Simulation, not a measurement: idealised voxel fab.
A process module follows: voxel released beams.
Each square cell in cross-section cut measures 5 nm, and the section as a whole is 185 nm wide.
Heads up, the way a cross-section reads in here is a grid of square cells, handed over as bands from the top down, with every band being one or more rows of cells. Top, bottom (nm), then materials left to right with widths (nm); lone material tagged "everywhere" fills the whole band edge to edge; "blank" = empty space. Height is counted from the level 0, under which the received wafer is composed throughout of one material. The lowest of the bands is not closed at the bottom but continues downward, in the notation "0 and below". With a width like "30 to 40", each row of cells in the band differs from the next by the same amount, the top row carrying the first number and the bottom row the second. Given "remains unaltered" for a step, no cell of the cross-section differs between before and after that step. "Sealed-off cavities" specifies each empty space that is not open to the top and that occupies no fewer than 8 cells, using the form width x height at distance, the distance measured from the left edge and all three quantities in nm. On a step's line, text after the settings is the simulator commenting on that step. overlay nm: on a step with a mask, how far right of its planned place the mask lay; negative means left.

[Process steps foreseen in the plan]
- 1: RECEIVE: material Si
- 2: CONFORMAL_DEP: material SiN, thk nm 5
- 3: DIRECTIONAL_DEP: material SiO2, thk nm 10
- 4: DIRECTIONAL_DEP: material aC, thk nm 10
- 5: PATTERN: tone open, mask id ANCHOR, material resist, width nm 30, thk nm 30, overlay nm 0
- 6: DIRECTIONAL_ETCH: etch materials aC, depth nm 10
- 7: STRIP: etch materials resist
- 8: DIRECTIONAL_ETCH: etch materials SiO2, depth nm 10
- 9: STRIP: etch materials aC
- 10: CONFORMAL_DEP: material polySi, thk nm 10
- 11: DIRECTIONAL_DEP: material aC, thk nm 15
- 12: PATTERN: tone cover, mask id BEAM, material resist, width nm 80, thk nm 35, overlay nm 0
- 13: DIRECTIONAL_ETCH: etch materials aC, depth nm 15
- 14: STRIP: etch materials resist
- 15: DIRECTIONAL_ETCH: etch materials polySi, depth nm 10
- 16: STRIP: etch materials aC
- 17: STRIP: etch materials SiO2

[Cross-section, incoming material, after step 1]
- 0 and below: Si everywhere
- Sealed-off cavities: none

[Figure: cross-sectional view of the wafer upon completion of the module, processed from the initial state and according to the plan depicted above, with one error introduced during execution]
- 35 down to 25: 50 nm blank  15 nm polySi  10 nm blank  55 nm polySi  55 nm blank
- 25 down to 15: 55 nm blank  30 nm polySi  100 nm blank
- 15 down to 0: SiN everywhere
- 0 and below: Si everywhere
- Sealed-off cavities: none
Finding, execution versus plan: not per plan at step 2, really ran CONFORMAL_DEP: material SiN, thk nm 15
